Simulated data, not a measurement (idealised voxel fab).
A process module follows: voxel ribs on slabs.
Xsec cut, 295 nm wide, square cell size 5 nm.
Heads up, the way a cross-section reads in here is a grid of square cells, handed over as bands from the top down, with every band being one or more rows of cells.
Read a band's entry like this: the first values are the height of its top and the height of its bottom in nm, and what follows is the sequence of materials from left to right, each with its width in nm. Note that "air" is empty space, and that a single material marked "everywhere" reaches across the band from edge to edge.
Convention: height 0 is the level below which the wafer, as received, is all one material. The lowest band does not terminate at the bottom but continues downward, represented as "0 -> down".
Width "30 to 40": first value at the band's top row of cells, second value at its bottom row, equal change from row to row.
"remained the same" for a step: no cell of the cross-section changed in that step.
Any empty space of 8 cells or more lacking an open way to the top shows up in "Internal closed voids" as width x height at distance, distance from the left edge, in nm.
Note: text after step settings on the step line = simulator remark on that step.
Among the settings permitted on a step's line is "overlay nm"; applied to a step with a mask, it specifies the extent to which the mask lay to the right of its planned position, whereas a negative figure signifies a position to the left.

These are the steps we planned for the process:
| 1 | RECEIVE,material Si |
| 2 | DIRECTIONAL_DEP,material SiO2,thk nm 25 |
| 3 | DIRECTIONAL_DEP,material SiN,thk nm 25 |
| 4 | PATTERN,tone cover,mask id RIB,material resist,width nm 25,thk nm 20,overlay nm 0 |
| 5 | DIRECTIONAL_ETCH,etch materials SiN,depth nm 15 |
| 6 | STRIP,etch materials resist |
| 7 | MASKED_ETCH,tone cover,mask id SLAB,width nm 85,etch materials SiN,depth nm 10,overlay nm 0 |
| 8 | FILL_DEP,material SiO2,thk nm 25 |
| 9 | CMP,height nm 65 |
| 10 | DIRECTIONAL_DEP,material TiN,thk nm 5 |
| 11 | PATTERN,tone cover,mask id HEATER,material resist,width nm 35,thk nm 15,overlay nm 0 |
| 12 | DIRECTIONAL_ETCH,etch materials TiN,depth nm 5 |
| 13 | STRIP,etch materials resist |
| 14 | CONFORMAL_DEP,material SiN,thk nm 5 |

Shown in cross-section is the wafer as received, that is, as it stands after step 1:
* 0 -> down  Si everywhere
* Internal closed voids: none

The first of the two wafers as seen in cross-section once the module was finished; processing followed the plan:
* 75 -> 70  air 125 nm, then SiN 45 nm, then air 125 nm
* 70 -> 65  SiN 130 nm, then TiN 35 nm, then SiN 130 nm
* 65 -> 50  SiO2 everywhere
* 50 -> 35  SiO2 135 nm, then SiN 25 nm, then SiO2 135 nm
* 35 -> 25  SiO2 105 nm, then SiN 85 nm, then SiO2 105 nm
* 25 -> 0  SiO2 everywhere
* 0 -> down  Si everywhere
* Internal closed voids: none

What the second wafer looks like in cross-section once the module is done. Its start and its plan matched the first wafer's exactly; what differed was one mistake in how it was run:
* 75 -> 70  air 125 nm, then SiN 45 nm, then air 125 nm
* 70 -> 65  SiN 130 nm, then TiN 35 nm, then SiN 130 nm
* 65 -> 25  SiO2 everywhere
* 25 -> 0  SiN everywhere
* 0 -> down  Si everywhere
* Internal closed voids: none
Which mistake was made when the wafer was run? step 3 occupied the plan position of step 2, and the converse holds as well
at the end the second wafer has, in cells: SiN +246 | SiO2 -246
